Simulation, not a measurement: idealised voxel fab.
A process module follows: voxel released beams.
cross-section cut | 170 nm wide | cells 5 nm
Each cross-section below is a grid of square cells, stated as bands in top-down order, with one or more rows of cells making up each band.
Quick guide to a band line: top height, bottom height (nm) up front; then every material left to right with its width in nm. Only one material and it's marked "full width"? Then it fills the band edge to edge. And "air" just means empty space.
Height 0 is the level under which the wafer as received is all one material. The lowest band goes on downwards, as in "0..down".
Width: "30 to 40" (first number = top row, second number = bottom row, same change from row to row of cells).
The cross-section has no changed cell in any step marked "no modifications".
Any empty space of 8 cells or more lacking an open way to the top shows up in "Fully sealed voids" as width x height at distance, distance from the left edge, in nm.
after a step's settings: what the simulator itself notes on the step
A step line may carry the setting "overlay nm", which, for steps involving a mask, states the distance by which the mask lay to the right of its intended position; negative values denote displacement to the left.

STEPS IN THE PROCESS PLAN
1) RECEIVE with material Si
2) CONFORMAL_DEP with material SiN, thk nm 5
3) DIRECTIONAL_DEP with material SiO2, thk nm 20
4) DIRECTIONAL_DEP with material aC, thk nm 15
5) PATTERN with tone open, mask id ANCHOR, material resist, width nm 45, thk nm 30, overlay nm 0
6) DIRECTIONAL_ETCH with etch materials aC, depth nm 15
7) STRIP with etch materials resist
8) DIRECTIONAL_ETCH with etch materials SiO2, depth nm 20
9) STRIP with etch materials aC
10) CONFORMAL_DEP with material polySi, thk nm 15
11) DIRECTIONAL_DEP with material aC, thk nm 10
12) PATTERN with tone cover, mask id BEAM, material resist, width nm 90, thk nm 25, overlay nm 0
13) DIRECTIONAL_ETCH with etch materials aC, depth nm 10
14) STRIP with etch materials resist
15) DIRECTIONAL_ETCH with etch materials polySi, depth nm 15
16) STRIP with etch materials aC
17) STRIP with etch materials SiO2

STEP 1 COMPLETE: CROSS-SECTION OF THE WAFER AS RECEIVED
  0..down | Si full width
  Fully sealed voids: none

HERE'S THE CROSS-SECTION OF THE FIRST OF OUR TWO WAFERS AT THE END OF THE MODULE - IT RAN AS PLANNED
  40..25 | 35 nm air  20 nm polySi  15 nm air  55 nm polySi  45 nm air
  25..20 | 40 nm air  15 nm polySi  15 nm air  15 nm polySi  85 nm air
  20..5 | 40 nm air  45 nm polySi  85 nm air
  5..0 | SiN full width
  0..down | Si full width
  Fully sealed voids: none

CROSS-SECTION, WAFER TWO OF TWO, END OF MODULE: SAME START AND PLAN AS WAFER ONE, ONE ERROR IN EXECUTION
  40..30 | 35 nm air  20 nm polySi  15 nm air  55 nm polySi  45 nm air
  30..25 | 55 nm polySi  15 nm air  100 nm polySi
  25..20 | 40 nm SiO2  15 nm polySi  15 nm air  15 nm polySi  85 nm SiO2
  20..5 | 40 nm SiO2  45 nm polySi  85 nm SiO2
  5..0 | SiN full width
  0..down | Si full width
  Fully sealed voids: none
Error vs. plan: step 15 changed vs plan, executed as DIRECTIONAL_ETCH with etch materials polySi, depth nm 10
Materials where the second wafer ends with more or fewer cells than the first: 100 more of SiO2; 16 more of polySi
